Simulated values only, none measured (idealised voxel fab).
The process module presented herein is designated voxel capacitor over wiring.
Section shown: cut. Width: 140 nm. Cell size: 5 nm, square.
In what follows, cross-sections appear as grids of square cells, described through bands that run from the top down, where every band is one or more rows of cells. Basically the band line says how high the top is and how high the bottom is, in nm, and then what's in it from left to right, every material with its width in nm. Empty space shows up as "air", and if a single material carries "all across" it runs the full band edge to edge. The reference from which all heights are counted is 0, the level beneath which the as-received wafer is entirely one material; the lowest band, having no lower bound, proceeds downward and is written after the example "0 down". Think of "30 to 40" as a width that walks from the first number to the second as you go down the band, top row to bottom row, taking equal-sized steps from row to row. The cross-section has no changed cell in any step marked "nothing got changed". Closed empty spaces (no open way to the top) of 8 cells or more are what "Trapped void list" lists, each as width x height at distance from the left edge, nm for all three. Post-settings text on a step line: simulator's own remark regarding the step. "overlay nm" answers the question of how far to the right of plan the mask lay on a step that has a mask, and when it is negative the answer is to the left.
Process steps - plan:
1) op RECEIVE | material Si
2) op CONFORMAL_DEP | material SiO2 | thk nm 15
3) op DIRECTIONAL_DEP | material TiN | thk nm 5
4) op DIRECTIONAL_DEP | material Ru | thk nm 15
5) op PATTERN | tone cover | mask id METAL_1 | material resist | width nm 25 | pitch nm 85 | thk nm 15 | overlay nm 0
6) op DIRECTIONAL_ETCH | etch materials Ru | depth nm 15
7) op DIRECTIONAL_ETCH | etch materials TiN | depth nm 5
8) op STRIP | etch materials resist
9) op FILL_DEP | material lowk | thk nm 10
10) op CMP | height nm 35
11) op CONFORMAL_DEP | material SiCN | thk nm 5
12) op DIRECTIONAL_DEP | material lowk | thk nm 20
13) op PATTERN | tone open | mask id PLUG_1 | material resist | width nm 15 | thk nm 15 | overlay nm 0
14) op DIRECTIONAL_ETCH | etch materials lowk | depth nm 20
15) op DIRECTIONAL_ETCH | etch materials SiCN | depth nm 5
16) op STRIP | etch materials resist
17) op EPI | material Ru | thk nm 10
18) op EPI | material Ru | thk nm 10
19) op EPI | material Ru | thk nm 5
20) op DIRECTIONAL_DEP | material TiN | thk nm 10
21) op DIRECTIONAL_DEP | material SiN | thk nm 5
22) op DIRECTIONAL_DEP | material TiN | thk nm 5
23) op MASKED_ETCH | tone cover | mask id UPPER_PLATE | width nm 65 | etch materials TiN | depth nm 5 | overlay nm 0
24) op MASKED_ETCH | tone cover | mask id UPPER_PLATE | width nm 65 | etch materials SiN | depth nm 5 | overlay nm 0
25) op MASKED_ETCH | tone cover | mask id LOWER_PLATE | width nm 75 | etch materials TiN | depth nm 10 | overlay nm 0
26) op FILL_DEP | material SiO2 | thk nm 15
27) op CMP | height nm 90
28) op MASKED_ETCH | tone open | mask id PLUG_2 | width nm 15 | etch materials SiO2 | depth nm 10 | overlay nm 0
29) op CONFORMAL_DEP | material TiN | thk nm 5
30) op FILL_DEP | material Ru | thk nm 10
31) op CMP | height nm 90
32) op CONFORMAL_DEP | material SiCN | thk nm 5
Cross-section, incoming material, after step 1:
  0 down: Si all across
  Trapped void list: none
The module was run from the start shown above using the plan shown above, but one mistake was made doing it; the resulting wafer cross-section is below:
  95 to 90: SiCN all across
  90 to 85: 35 SiO2  5 TiN  5 Ru  5 TiN  90 SiO2
  85 to 75: 35 to 25 SiO2  15 to 65 TiN  90 to 50 SiO2
  75 to 70: 15 SiO2  75 SiN  50 SiO2
  70 to 60: 15 SiO2  80 TiN  45 SiO2
  60 to 40: 25 lowk  15 Ru  100 lowk
  40 to 35: 25 SiCN  15 Ru  100 SiCN
  35 to 20: 15 lowk  25 Ru  60 lowk  25 Ru  15 lowk
  20 to 15: 15 lowk  25 TiN  60 lowk  25 TiN  15 lowk
  15 to 0: SiO2 all across
  0 down: Si all across
  Trapped void list: none
What was the processing mistake? off-plan run, step 24, actual operation and settings op MASKED_ETCH | tone cover | mask id UPPER_PLATE | width nm 65 | etch materials SiN | depth nm 5 | overlay nm -10
